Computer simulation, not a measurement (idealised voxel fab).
Herein follows the process module entitled voxel transistor to metal.
Square cells of 5 nm make up the cross-section cut, whose width is 205 nm.
Cross-sections here: square-cell grids, written as top-down lists of bands, a band being one or more rows of cells. For a band, the entry starts with two heights in nm, that of the top and then that of the bottom, and carries on with the band's materials in order from left to right, each alongside its width in nm; the word "throughout" beside a single material means it fills the band edge to edge, and "air" means empty space. The level at which height equals 0 is the one under which the wafer, as it arrives, is entirely one material. No lower edge exists for the bottom band, which continues downward and is notated as in "0 -> down". Width: "30..40" (first number = top row, second number = bottom row, same change from row to row of cells). When a step is marked "changes: none", none of the cells in the cross-section changed during that step. So "Closed void list" is basically the list of trapped voids: any empty space of 8 cells or more that can't reach the top through an opening. They're written width x height at distance, the distance being from the left edge, and it's all nm. Past the settings on a step's line: simulator remark, on that step. Steps that use a mask can have "overlay nm" on their line. It says how far the mask sat to the right of where it was meant to be. Negative means to the left.
-- The process steps that were planned are listed below
1 RECEIVE (material Si)
2 CONFORMAL_DEP (material SiO2; thk nm 5)
3 CONFORMAL_DEP (material SiN; thk nm 15)
4 MASKED_ETCH (tone cover; mask id ACTIVE; width nm 90; etch materials SiN; depth nm 15; overlay nm 0)
5 MASKED_ETCH (tone cover; mask id ACTIVE; width nm 90; etch materials SiO2; depth nm 5; overlay nm 0)
6 MASKED_ETCH (tone cover; mask id ACTIVE; width nm 90; etch materials Si; depth nm 35; overlay nm 0)
7 OXIDIZE (depth nm 5)
8 FILL_DEP (material SiO2; thk nm 5)
9 CMP (height nm 20)
10 SELECTIVE_ETCH (etch materials SiO2; depth nm 5)
11 STRIP (etch materials SiN)
12 SELECTIVE_ETCH (etch materials SiO2; depth nm 5)
13 OXIDIZE (depth nm 5)
14 DIRECTIONAL_DEP (material polySi; thk nm 20)
15 DIRECTIONAL_DEP (material SiCN; thk nm 10)
16 DIRECTIONAL_DEP (material aC; thk nm 10)
17 PATTERN (tone cover; mask id GATE; material resist; width nm 20; thk nm 30; overlay nm 0)
18 DIRECTIONAL_ETCH (etch materials aC; depth nm 10)
19 STRIP (etch materials resist)
20 DIRECTIONAL_ETCH (etch materials SiCN; depth nm 20)
21 DIRECTIONAL_ETCH (etch materials polySi; depth nm 30)
22 STRIP (etch materials aC)
23 CONFORMAL_DEP (material SiN; thk nm 10)
24 DIRECTIONAL_ETCH (etch materials SiN; depth nm 10)
25 DIRECTIONAL_ETCH (etch materials SiO2; depth nm 5)
26 DIRECTIONAL_ETCH (etch materials Si; depth nm 5)
27 EPI (material pSi; thk nm 10)
28 FILL_DEP (material SiO2; thk nm 5)
29 CMP (height nm 30)
30 DIRECTIONAL_DEP (material SiO2; thk nm 15)
31 MASKED_ETCH (tone open; mask id CONTACT; width nm 15; pitch nm 65; etch materials SiO2; depth nm 45; overlay nm 0)
32 CONFORMAL_DEP (material TiN; thk nm 5)
33 FILL_DEP (material W; thk nm 10)
34 CMP (height nm 45)
35 CONFORMAL_DEP (material SiCN; thk nm 5)
36 DIRECTIONAL_DEP (material lowk; thk nm 15)
37 MASKED_ETCH (tone open; mask id METAL_1; width nm 15; pitch nm 65; etch materials lowk; depth nm 15; overlay nm 0)
38 MASKED_ETCH (tone open; mask id METAL_1; width nm 15; pitch nm 65; etch materials SiCN; depth nm 5; overlay nm 0)
39 CONFORMAL_DEP (material TiN; thk nm 5)
40 FILL_DEP (material Ru; thk nm 10)
41 CMP (height nm 65)
42 CONFORMAL_DEP (material SiN; thk nm 5)
-- The first of the two wafers, which ran as planned
-- Here's what the wafer looked like in cross-section when it arrived - that's after step 1
	0 -> down | Si throughout
	Closed void list: none
-- Upon completion of step 2, the wafer appears in cross-section as shown
	5 -> 0 | SiO2 throughout
	Under 0: no change, same as before.
-- Upon completion of step 3, the wafer appears in cross-section as shown
	20 -> 5 | SiN throughout
	Under 5: no change, same as before.
-- Upon completion of step 4, the wafer appears in cross-section as shown
	20 -> 5 | air 55 / SiN 90 / air 60
	Under 5: no change, same as before.
-- Upon completion of step 5, the wafer appears in cross-section as shown
	20 -> 5 | air 55 / SiN 90 / air 60
	5 -> 0 | air 55 / SiO2 90 / air 60
	Under 0: no change, same as before.
-- Upon completion of step 6, the wafer appears in cross-section as shown
	20 -> 5 | air 55 / SiN 90 / air 60
	5 -> 0 | air 55 / SiO2 90 / air 60
	0 -> -35 | air 55 / Si 90 / air 60
	Under -35: no change, same as before.
-- Upon completion of step 7, the wafer appears in cross-section as shown
	20 -> 5 | air 55 / SiN 90 / air 60
	5 -> 0 | air 55 / SiO2 90 / air 60
	0 -> -35 | air 55 / SiO2 5 / Si 80 / SiO2 5 / air 60
	-35 -> -40 | SiO2 60 / Si 80 / SiO2 65
	Under -40: no change, same as before.
-- Upon completion of step 8, the wafer appears in cross-section as shown
	25 -> 20 | SiO2 throughout
	20 -> 5 | SiO2 55 / SiN 90 / SiO2 60
	5 -> 0 | SiO2 throughout
	0 -> -40 | SiO2 60 / Si 80 / SiO2 65
	Under -40: no change, same as before.
-- Upon completion of step 9, the wafer appears in cross-section as shown
	20 -> 5 | SiO2 55 / SiN 90 / SiO2 60
	Under 5: no change, same as before.
-- Upon completion of step 10, the wafer appears in cross-section as shown
	20 -> 15 | air 55 / SiN 90 / air 60
	Under 15: no change, same as before.
-- Upon completion of step 11, the wafer appears in cross-section as shown
	15 -> 5 | SiO2 55 / air 90 / SiO2 60
	Under 5: no change, same as before.
-- Upon completion of step 12, the wafer appears in cross-section as shown
	10 -> 0 | SiO2 50 / air 100 / SiO2 55
	Under 0: no change, same as before.
-- Upon completion of step 13, the wafer appears in cross-section as shown
	10 -> 0 | SiO2 50 / air 100 / SiO2 55
	0 -> -5 | SiO2 throughout
	Under -5: no change, same as before.
-- Upon completion of step 14, the wafer appears in cross-section as shown
	30 -> 20 | polySi 50 / air 100 / polySi 55
	20 -> 10 | polySi throughout
	10 -> 0 | SiO2 50 / polySi 100 / SiO2 55
	Under 0: no change, same as before.
-- Upon completion of step 15, the wafer appears in cross-section as shown
	40 -> 30 | SiCN 50 / air 100 / SiCN 55
	30 -> 20 | polySi 50 / SiCN 100 / polySi 55
	Under 20: no change, same as before.
-- Upon completion of step 16, the wafer appears in cross-section as shown
	50 -> 40 | aC 50 / air 100 / aC 55
	40 -> 30 | SiCN 50 / aC 100 / SiCN 55
	Under 30: no change, same as before.
-- Upon completion of step 17, the wafer appears in cross-section as shown
	80 -> 50 | air 90 / resist 20 / air 95
	50 -> 40 | aC 50 / air 40 / resist 20 / air 40 / aC 55
	Under 40: no change, same as before.
-- Upon completion of step 18, the wafer appears in cross-section as shown
	70 -> 40 | air 90 / resist 20 / air 95
	40 -> 30 | SiCN 50 / air 40 / aC 20 / air 40 / SiCN 55
	Under 30: no change, same as before.
-- Upon completion of step 19, the wafer appears in cross-section as shown
	40 -> 30 | SiCN 50 / air 40 / aC 20 / air 40 / SiCN 55
	Under 30: no change, same as before.
-- Upon completion of step 20, the wafer appears in cross-section as shown
	40 -> 30 | air 90 / aC 20 / air 95
	30 -> 20 | polySi 50 / air 40 / SiCN 20 / air 40 / polySi 55
	Under 20: no change, same as before.
-- Upon completion of step 21, the wafer appears in cross-section as shown
	40 -> 30 | air 90 / aC 20 / air 95
	30 -> 20 | air 90 / SiCN 20 / air 95
	20 -> 10 | air 90 / polySi 20 / air 95
	10 -> 0 | SiO2 50 / air 40 / polySi 20 / air 40 / SiO2 55
	Under 0: no change, same as before.
-- Upon completion of step 22, the wafer appears in cross-section as shown
	30 -> 20 | air 90 / SiCN 20 / air 95
	Under 20: no change, same as before.
-- Upon completion of step 23, the wafer appears in cross-section as shown
	40 -> 30 | air 80 / SiN 40 / air 85
	30 -> 20 | air 80 / SiN 10 / SiCN 20 / SiN 10 / air 85
	20 -> 10 | SiN 60 / air 20 / SiN 10 / polySi 20 / SiN 10 / air 20 / SiN 65
	10 -> 0 | SiO2 50 / SiN 40 / polySi 20 / SiN 40 / SiO2 55
	Under 0: no change, same as before.
-- Upon completion of step 24, the wafer appears in cross-section as shown
	30 -> 20 | air 80 / SiN 10 / SiCN 20 / SiN 10 / air 85
	20 -> 10 | air 80 / SiN 10 / polySi 20 / SiN 10 / air 85
	10 -> 0 | SiO2 50 / SiN 10 / air 20 / SiN 10 / polySi 20 / SiN 10 / air 20 / SiN 10 / SiO2 55
	Under 0: no change, same as before.
-- Upon completion of step 25, the wafer appears in cross-section as shown
	30 -> 20 | air 80 / SiN 10 / SiCN 20 / SiN 10 / air 85
	20 -> 10 | air 80 / SiN 10 / polySi 20 / SiN 10 / air 85
	10 -> 5 | air 50 / SiN 10 / air 20 / SiN 10 / polySi 20 / SiN 10 / air 20 / SiN 10 / air 55
	5 -> 0 | SiO2 50 / SiN 10 / air 20 / SiN 10 / polySi 20 / SiN 10 / air 20 / SiN 10 / SiO2 55
	0 -> -5 | SiO2 60 / air 20 / SiO2 40 / air 20 / SiO2 65
	Under -5: no change, same as before.
-- Upon completion of step 26, the wafer appears in cross-section as shown
	30 -> 20 | air 80 / SiN 10 / SiCN 20 / SiN 10 / air 85
	20 -> 10 | air 80 / SiN 10 / polySi 20 / SiN 10 / air 85
	10 -> 5 | air 50 / SiN 10 / air 20 / SiN 10 / polySi 20 / SiN 10 / air 20 / SiN 10 / air 55
	5 -> 0 | SiO2 50 / SiN 10 / air 20 / SiN 10 / polySi 20 / SiN 10 / air 20 / SiN 10 / SiO2 55
	0 -> -5 | SiO2 60 / air 20 / SiO2 40 / air 20 / SiO2 65
	-5 -> -10 | SiO2 60 / air 20 / Si 40 / air 20 / SiO2 65
	Under -10: no change, same as before.
-- Upon completion of step 27, the wafer appears in cross-section as shown
	30 -> 20 | air 80 / SiN 10 / SiCN 20 / SiN 10 / air 85
	20 -> 10 | air 80 / SiN 10 / polySi 20 / SiN 10 / air 85
	10 -> 5 | air 50 / SiN 10 / air 20 / SiN 10 / polySi 20 / SiN 10 / air 20 / SiN 10 / air 55
	5 -> 0 | SiO2 50 / SiN 10 / air 10 / pSi 10 / SiN 10 / polySi 20 / SiN 10 / pSi 10 / air 10 / SiN 10 / SiO2 55
	0 -> -5 | SiO2 60 / pSi 20 / SiO2 40 / pSi 20 / SiO2 65
	-5 -> -10 | SiO2 60 / pSi 20 / Si 40 / pSi 20 / SiO2 65
	Under -10: no change, same as before.
-- Upon completion of step 28, the wafer appears in cross-section as shown
	35 -> 30 | SiO2 throughout
	30 -> 20 | SiO2 80 / SiN 10 / SiCN 20 / SiN 10 / SiO2 85
	20 -> 10 | SiO2 80 / SiN 10 / polySi 20 / SiN 10 / SiO2 85
	10 -> 5 | SiO2 50 / SiN 10 / SiO2 20 / SiN 10 / polySi 20 / SiN 10 / SiO2 20 / SiN 10 / SiO2 55
	5 -> 0 | SiO2 50 / SiN 10 / SiO2 10 / pSi 10 / SiN 10 / polySi 20 / SiN 10 / pSi 10 / SiO2 10 / SiN 10 / SiO2 55
	Under 0: no change, same as before.
-- Upon completion of step 29, the wafer appears in cross-section as shown
	30 -> 20 | SiO2 80 / SiN 10 / SiCN 20 / SiN 10 / SiO2 85
	Under 20: no change, same as before.
-- Upon completion of step 30, the wafer appears in cross-section as shown
	45 -> 30 | SiO2 throughout
	Under 30: no change, same as before.
-- Upon completion of step 31, the wafer appears in cross-section as shown
	45 -> 30 | SiO2 60 / air 15 / SiO2 50 / air 15 / SiO2 65
	30 -> 20 | SiO2 60 / air 15 / SiO2 5 / SiN 10 / SiCN 20 / SiN 10 / SiO2 5 / air 15 / SiO2 65
	20 -> 10 | SiO2 60 / air 15 / SiO2 5 / SiN 10 / polySi 20 / SiN 10 / SiO2 5 / air 15 / SiO2 65
	10 -> 5 | SiO2 50 / SiN 10 / air 15 / SiO2 5 / SiN 10 / polySi 20 / SiN 10 / SiO2 5 / air 15 / SiN 10 / SiO2 55
	5 -> 0 | SiO2 50 / SiN 10 / air 10 / pSi 10 / SiN 10 / polySi 20 / SiN 10 / pSi 10 / air 10 / SiN 10 / SiO2 55
	Under 0: no change, same as before.
-- Upon completion of step 32, the wafer appears in cross-section as shown
	50 -> 45 | TiN 65 / air 5 / TiN 60 / air 5 / TiN 70
	45 -> 30 | SiO2 60 / TiN 5 / air 5 / TiN 5 / SiO2 50 / TiN 5 / air 5 / TiN 5 / SiO2 65
	30 -> 20 | SiO2 60 / TiN 5 / air 5 / TiN 5 / SiO2 5 / SiN 10 / SiCN 20 / SiN 10 / SiO2 5 / TiN 5 / air 5 / TiN 5 / SiO2 65
	20 -> 10 | SiO2 60 / TiN 5 / air 5 / TiN 5 / SiO2 5 / SiN 10 / polySi 20 / SiN 10 / SiO2 5 / TiN 5 / air 5 / TiN 5 / SiO2 65
	10 -> 5 | SiO2 50 / SiN 10 / TiN 15 / SiO2 5 / SiN 10 / polySi 20 / SiN 10 / SiO2 5 / TiN 15 / SiN 10 / SiO2 55
	5 -> 0 | SiO2 50 / SiN 10 / TiN 10 / pSi 10 / SiN 10 / polySi 20 / SiN 10 / pSi 10 / TiN 10 / SiN 10 / SiO2 55
	Under 0: no change, same as before.
-- Upon completion of step 33, the wafer appears in cross-section as shown
	60 -> 50 | W throughout
	50 -> 45 | TiN 65 / W 5 / TiN 60 / W 5 / TiN 70
	45 -> 30 | SiO2 60 / TiN 5 / W 5 / TiN 5 / SiO2 50 / TiN 5 / W 5 / TiN 5 / SiO2 65
	30 -> 20 | SiO2 60 / TiN 5 / W 5 / TiN 5 / SiO2 5 / SiN 10 / SiCN 20 / SiN 10 / SiO2 5 / TiN 5 / W 5 / TiN 5 / SiO2 65
	20 -> 10 | SiO2 60 / TiN 5 / W 5 / TiN 5 / SiO2 5 / SiN 10 / polySi 20 / SiN 10 / SiO2 5 / TiN 5 / W 5 / TiN 5 / SiO2 65
	Under 10: no change, same as before.
-- Upon completion of step 34, the wafer appears in cross-section as shown
	45 -> 30 | SiO2 60 / TiN 5 / W 5 / TiN 5 / SiO2 50 / TiN 5 / W 5 / TiN 5 / SiO2 65
	Under 30: no change, same as before.
-- Upon completion of step 35, the wafer appears in cross-section as shown
	50 -> 45 | SiCN throughout
	Under 45: no change, same as before.
-- Upon completion of step 36, the wafer appears in cross-section as shown
	65 -> 50 | lowk throughout
	Under 50: no change, same as before.
-- Upon completion of step 37, the wafer appears in cross-section as shown
	65 -> 50 | lowk 60 / air 15 / lowk 50 / air 15 / lowk 65
	Under 50: no change, same as before.
-- Upon completion of step 38, the wafer appears in cross-section as shown
	65 -> 50 | lowk 60 / air 15 / lowk 50 / air 15 / lowk 65
	50 -> 45 | SiCN 60 / air 15 / SiCN 50 / air 15 / SiCN 65
	Under 45: no change, same as before.
-- Upon completion of step 39, the wafer appears in cross-section as shown
	70 -> 65 | TiN 65 / air 5 / TiN 60 / air 5 / TiN 70
	65 -> 50 | lowk 60 / TiN 5 / air 5 / TiN 5 / lowk 50 / TiN 5 / air 5 / TiN 5 / lowk 65
	50 -> 45 | SiCN 60 / TiN 15 / SiCN 50 / TiN 15 / SiCN 65
	Under 45: no change, same as before.
-- Upon completion of step 40, the wafer appears in cross-section as shown
	80 -> 70 | Ru throughout
	70 -> 65 | TiN 65 / Ru 5 / TiN 60 / Ru 5 / TiN 70
	65 -> 50 | lowk 60 / TiN 5 / Ru 5 / TiN 5 / lowk 50 / TiN 5 / Ru 5 / TiN 5 / lowk 65
	Under 50: no change, same as before.
-- Upon completion of step 41, the wafer appears in cross-section as shown
	65 -> 50 | lowk 60 / TiN 5 / Ru 5 / TiN 5 / lowk 50 / TiN 5 / Ru 5 / TiN 5 / lowk 65
	Under 50: no change, same as before.
-- Upon completion of step 42, the wafer appears in cross-section as shown
	70 -> 65 | SiN throughout
	Under 65: no change, same as before.
-- Companion wafer, the second of two: same beginning, same intended sequence, one mistake in carrying it out; through step 1 inclusive it tracks the first exactly
Cross-section of the second wafer when, according to plan, step 2 should have finished: changes: none
-- Cross-section of the second wafer when, according to plan, step 3 should have finished
	15 -> 0 | SiN throughout
	Under 0: no change, same as before.
-- Cross-section of the second wafer when, according to plan, step 4 should have finished
	15 -> 0 | air 55 / SiN 90 / air 60
	Under 0: no change, same as before.
Cross-section of the second wafer when, according to plan, step 5 should have finished: changes: none
-- Cross-section of the second wafer when, according to plan, step 6 should have finished
	15 -> 0 | air 55 / SiN 90 / air 60
	0 -> -35 | air 55 / Si 90 / air 60
	Under -35: no change, same as before.
-- Cross-section of the second wafer when, according to plan, step 7 should have finished
	15 -> 0 | air 55 / SiN 90 / air 60
	0 -> -35 | air 55 / SiO2 5 / Si 80 / SiO2 5 / air 60
	-35 -> -40 | SiO2 60 / Si 80 / SiO2 65
	Under -40: no change, same as before.
-- Cross-section of the second wafer when, according to plan, step 8 should have finished
	20 -> 15 | SiO2 throughout
	15 -> 0 | SiO2 55 / SiN 90 / SiO2 60
	0 -> -40 | SiO2 60 / Si 80 / SiO2 65
	Under -40: no change, same as before.
Cross-section of the second wafer when, according to plan, step 9 should have finished: changes: none
-- Cross-section of the second wafer when, according to plan, step 10 should have finished
	15 -> 0 | SiO2 55 / SiN 90 / SiO2 60
	Under 0: no change, same as before.
-- Cross-section of the second wafer when, according to plan, step 11 should have finished
	15 -> 0 | SiO2 55 / air 90 / SiO2 60
	Under 0: no change, same as before.
-- Cross-section of the second wafer when, according to plan, step 12 should have finished
	10 -> 0 | SiO2 50 / air 100 / SiO2 55
	0 -> -5 | SiO2 50 / air 10 / Si 80 / air 10 / SiO2 55
	Under -5: no change, same as before.
-- Cross-section of the second wafer when, according to plan, step 13 should have finished
	10 -> 0 | SiO2 50 / air 100 / SiO2 55
	0 -> -5 | SiO2 50 / air 10 / SiO2 80 / air 10 / SiO2 55
	-5 -> -10 | SiO2 65 / Si 70 / SiO2 70
	Under -10: no change, same as before.
-- Cross-section of the second wafer when, according to plan, step 14 should have finished
	30 -> 20 | polySi 50 / air 100 / polySi 55
	20 -> 15 | polySi 50 / air 10 / polySi 80 / air 10 / polySi 55
	15 -> 10 | polySi throughout
	10 -> 0 | SiO2 50 / polySi 100 / SiO2 55
	0 -> -5 | SiO2 50 / polySi 10 / SiO2 80 / polySi 10 / SiO2 55
	Under -5: no change, same as before.
-- Cross-section of the second wafer when, according to plan, step 15 should have finished
	40 -> 30 | SiCN 50 / air 100 / SiCN 55
	30 -> 25 | polySi 50 / air 10 / SiCN 80 / air 10 / polySi 55
	25 -> 20 | polySi 50 / SiCN 100 / polySi 55
	20 -> 15 | polySi 50 / SiCN 10 / polySi 80 / SiCN 10 / polySi 55
	Under 15: no change, same as before.
-- Cross-section of the second wafer when, according to plan, step 16 should have finished
	50 -> 40 | aC 50 / air 100 / aC 55
	40 -> 35 | SiCN 50 / air 10 / aC 80 / air 10 / SiCN 55
	35 -> 30 | SiCN 50 / aC 100 / SiCN 55
	30 -> 25 | polySi 50 / aC 10 / SiCN 80 / aC 10 / polySi 55
	Under 25: no change, same as before.
-- Cross-section of the second wafer when, according to plan, step 17 should have finished
	80 -> 50 | air 90 / resist 20 / air 95
	50 -> 40 | aC 50 / air 40 / resist 20 / air 40 / aC 55
	Under 40: no change, same as before.
-- Cross-section of the second wafer when, according to plan, step 18 should have finished
	70 -> 40 | air 90 / resist 20 / air 95
	40 -> 30 | SiCN 50 / air 40 / aC 20 / air 40 / SiCN 55
	30 -> 25 | polySi 50 / air 10 / SiCN 80 / air 10 / polySi 55
	Under 25: no change, same as before.
-- Cross-section of the second wafer when, according to plan, step 19 should have finished
	40 -> 30 | SiCN 50 / air 40 / aC 20 / air 40 / SiCN 55
	Under 30: no change, same as before.
-- Cross-section of the second wafer when, according to plan, step 20 should have finished
	40 -> 30 | air 90 / aC 20 / air 95
	30 -> 20 | polySi 50 / air 40 / SiCN 20 / air 40 / polySi 55
	20 -> 15 | polySi 50 / air 10 / polySi 80 / air 10 / polySi 55
	Under 15: no change, same as before.
-- Cross-section of the second wafer when, according to plan, step 21 should have finished
	40 -> 30 | air 90 / aC 20 / air 95
	30 -> 20 | air 90 / SiCN 20 / air 95
	20 -> 10 | air 90 / polySi 20 / air 95
	10 -> 0 | SiO2 50 / air 40 / polySi 20 / air 40 / SiO2 55
	0 -> -5 | SiO2 50 / air 10 / SiO2 80 / air 10 / SiO2 55
	Under -5: no change, same as before.
-- Cross-section of the second wafer when, according to plan, step 22 should have finished
	30 -> 20 | air 90 / SiCN 20 / air 95
	Under 20: no change, same as before.
-- Cross-section of the second wafer when, according to plan, step 23 should have finished
	40 -> 30 | air 80 / SiN 40 / air 85
	30 -> 20 | air 80 / SiN 10 / SiCN 20 / SiN 10 / air 85
	20 -> 10 | SiN 60 / air 20 / SiN 10 / polySi 20 / SiN 10 / air 20 / SiN 65
	10 -> 0 | SiO2 50 / SiN 40 / polySi 20 / SiN 40 / SiO2 55
	0 -> -5 | SiO2 50 / SiN 10 / SiO2 80 / SiN 10 / SiO2 55
	Under -5: no change, same as before.
-- Cross-section of the second wafer when, according to plan, step 24 should have finished
	30 -> 20 | air 80 / SiN 10 / SiCN 20 / SiN 10 / air 85
	20 -> 10 | air 80 / SiN 10 / polySi 20 / SiN 10 / air 85
	10 -> 0 | SiO2 50 / SiN 10 / air 20 / SiN 10 / polySi 20 / SiN 10 / air 20 / SiN 10 / SiO2 55
	Under 0: no change, same as before.
-- Cross-section of the second wafer when, according to plan, step 25 should have finished
	30 -> 20 | air 80 / SiN 10 / SiCN 20 / SiN 10 / air 85
	20 -> 10 | air 80 / SiN 10 / polySi 20 / SiN 10 / air 85
	10 -> 5 | air 50 / SiN 10 / air 20 / SiN 10 / polySi 20 / SiN 10 / air 20 / SiN 10 / air 55
	5 -> 0 | SiO2 50 / SiN 10 / air 20 / SiN 10 / polySi 20 / SiN 10 / air 20 / SiN 10 / SiO2 55
	0 -> -5 | SiO2 50 / SiN 10 / air 20 / SiO2 40 / air 20 / SiN 10 / SiO2 55
	Under -5: no change, same as before.
-- Cross-section of the second wafer when, according to plan, step 26 should have finished
	30 -> 20 | air 80 / SiN 10 / SiCN 20 / SiN 10 / air 85
	20 -> 10 | air 80 / SiN 10 / polySi 20 / SiN 10 / air 85
	10 -> 5 | air 50 / SiN 10 / air 20 / SiN 10 / polySi 20 / SiN 10 / air 20 / SiN 10 / air 55
	5 -> 0 | SiO2 50 / SiN 10 / air 20 / SiN 10 / polySi 20 / SiN 10 / air 20 / SiN 10 / SiO2 55
	0 -> -5 | SiO2 50 / SiN 10 / air 20 / SiO2 40 / air 20 / SiN 10 / SiO2 55
	-5 -> -10 | SiO2 65 / air 15 / Si 40 / air 15 / SiO2 70
	Under -10: no change, same as before.
-- Cross-section of the second wafer when, according to plan, step 27 should have finished
	30 -> 20 | air 80 / SiN 10 / SiCN 20 / SiN 10 / air 85
	20 -> 10 | air 80 / SiN 10 / polySi 20 / SiN 10 / air 85
	10 -> 5 | air 50 / SiN 10 / air 20 / SiN 10 / polySi 20 / SiN 10 / air 20 / SiN 10 / air 55
	5 -> 0 | SiO2 50 / SiN 10 / air 10 / pSi 10 / SiN 10 / polySi 20 / SiN 10 / pSi 10 / air 10 / SiN 10 / SiO2 55
	0 -> -5 | SiO2 50 / SiN 10 / pSi 20 / SiO2 40 / pSi 20 / SiN 10 / SiO2 55
	-5 -> -10 | SiO2 65 / pSi 15 / Si 40 / pSi 15 / SiO2 70
	Under -10: no change, same as before.
-- Cross-section of the second wafer when, according to plan, step 28 should have finished
	35 -> 30 | SiO2 throughout
	30 -> 20 | SiO2 80 / SiN 10 / SiCN 20 / SiN 10 / SiO2 85
	20 -> 10 | SiO2 80 / SiN 10 / polySi 20 / SiN 10 / SiO2 85
	10 -> 5 | SiO2 50 / SiN 10 / SiO2 20 / SiN 10 / polySi 20 / SiN 10 / SiO2 20 / SiN 10 / SiO2 55
	5 -> 0 | SiO2 50 / SiN 10 / SiO2 10 / pSi 10 / SiN 10 / polySi 20 / SiN 10 / pSi 10 / SiO2 10 / SiN 10 / SiO2 55
	Under 0: no change, same as before.
-- Cross-section of the second wafer when, according to plan, step 29 should have finished
	30 -> 20 | SiO2 80 / SiN 10 / SiCN 20 / SiN 10 / SiO2 85
	Under 20: no change, same as before.
-- Cross-section of the second wafer when, according to plan, step 30 should have finished
	45 -> 30 | SiO2 throughout
	Under 30: no change, same as before.
-- Cross-section of the second wafer when, according to plan, step 31 should have finished
	45 -> 30 | SiO2 60 / air 15 / SiO2 50 / air 15 / SiO2 65
	30 -> 20 | SiO2 60 / air 15 / SiO2 5 / SiN 10 / SiCN 20 / SiN 10 / SiO2 5 / air 15 / SiO2 65
	20 -> 10 | SiO2 60 / air 15 / SiO2 5 / SiN 10 / polySi 20 / SiN 10 / SiO2 5 / air 15 / SiO2 65
	10 -> 5 | SiO2 50 / SiN 10 / air 15 / SiO2 5 / SiN 10 / polySi 20 / SiN 10 / SiO2 5 / air 15 / SiN 10 / SiO2 55
	5 -> 0 | SiO2 50 / SiN 10 / air 10 / pSi 10 / SiN 10 / polySi 20 / SiN 10 / pSi 10 / air 10 / SiN 10 / SiO2 55
	Under 0: no change, same as before.
-- Cross-section of the second wafer when, according to plan, step 32 should have finished
	50 -> 45 | TiN 65 / air 5 / TiN 60 / air 5 / TiN 70
	45 -> 30 | SiO2 60 / TiN 5 / air 5 / TiN 5 / SiO2 50 / TiN 5 / air 5 / TiN 5 / SiO2 65
	30 -> 20 | SiO2 60 / TiN 5 / air 5 / TiN 5 / SiO2 5 / SiN 10 / SiCN 20 / SiN 10 / SiO2 5 / TiN 5 / air 5 / TiN 5 / SiO2 65
	20 -> 10 | SiO2 60 / TiN 5 / air 5 / TiN 5 / SiO2 5 / SiN 10 / polySi 20 / SiN 10 / SiO2 5 / TiN 5 / air 5 / TiN 5 / SiO2 65
	10 -> 5 | SiO2 50 / SiN 10 / TiN 15 / SiO2 5 / SiN 10 / polySi 20 / SiN 10 / SiO2 5 / TiN 15 / SiN 10 / SiO2 55
	5 -> 0 | SiO2 50 / SiN 10 / TiN 10 / pSi 10 / SiN 10 / polySi 20 / SiN 10 / pSi 10 / TiN 10 / SiN 10 / SiO2 55
	Under 0: no change, same as before.
-- Cross-section of the second wafer when, according to plan, step 33 should have finished
	60 -> 50 | W throughout
	50 -> 45 | TiN 65 / W 5 / TiN 60 / W 5 / TiN 70
	45 -> 30 | SiO2 60 / TiN 5 / W 5 / TiN 5 / SiO2 50 / TiN 5 / W 5 / TiN 5 / SiO2 65
	30 -> 20 | SiO2 60 / TiN 5 / W 5 / TiN 5 / SiO2 5 / SiN 10 / SiCN 20 / SiN 10 / SiO2 5 / TiN 5 / W 5 / TiN 5 / SiO2 65
	20 -> 10 | SiO2 60 / TiN 5 / W 5 / TiN 5 / SiO2 5 / SiN 10 / polySi 20 / SiN 10 / SiO2 5 / TiN 5 / W 5 / TiN 5 / SiO2 65
	Under 10: no change, same as before.
-- Cross-section of the second wafer when, according to plan, step 34 should have finished
	45 -> 30 | SiO2 60 / TiN 5 / W 5 / TiN 5 / SiO2 50 / TiN 5 / W 5 / TiN 5 / SiO2 65
	Under 30: no change, same as before.
-- Cross-section of the second wafer when, according to plan, step 35 should have finished
	50 -> 45 | SiCN throughout
	Under 45: no change, same as before.
-- Cross-section of the second wafer when, according to plan, step 36 should have finished
	65 -> 50 | lowk throughout
	Under 50: no change, same as before.
-- Cross-section of the second wafer when, according to plan, step 37 should have finished
	65 -> 50 | lowk 60 / air 15 / lowk 50 / air 15 / lowk 65
	Under 50: no change, same as before.
-- Cross-section of the second wafer when, according to plan, step 38 should have finished
	65 -> 50 | lowk 60 / air 15 / lowk 50 / air 15 / lowk 65
	50 -> 45 | SiCN 60 / air 15 / SiCN 50 / air 15 / SiCN 65
	Under 45: no change, same as before.
-- Cross-section of the second wafer when, according to plan, step 39 should have finished
	70 -> 65 | TiN 65 / air 5 / TiN 60 / air 5 / TiN 70
	65 -> 50 | lowk 60 / TiN 5 / air 5 / TiN 5 / lowk 50 / TiN 5 / air 5 / TiN 5 / lowk 65
	50 -> 45 | SiCN 60 / TiN 15 / SiCN 50 / TiN 15 / SiCN 65
	Under 45: no change, same as before.
-- Cross-section of the second wafer when, according to plan, step 40 should have finished
	80 -> 70 | Ru throughout
	70 -> 65 | TiN 65 / Ru 5 / TiN 60 / Ru 5 / TiN 70
	65 -> 50 | lowk 60 / TiN 5 / Ru 5 / TiN 5 / lowk 50 / TiN 5 / Ru 5 / TiN 5 / lowk 65
	Under 50: no change, same as before.
-- Cross-section of the second wafer when, according to plan, step 41 should have finished
	65 -> 50 | lowk 60 / TiN 5 / Ru 5 / TiN 5 / lowk 50 / TiN 5 / Ru 5 / TiN 5 / lowk 65
	Under 50: no change, same as before.
-- Cross-section of the second wafer when, according to plan, step 42 should have finished
	70 -> 65 | SiN throughout
	Under 65: no change, same as before.
What was the processing mistake? it should be noted that step 2 of the plan was omitted and was not performed
Counted in cells at the end, the second wafer holds more or fewer of these materials than the first: 4 more of SiN, 2 fewer of SiO2, 2 fewer of pSi
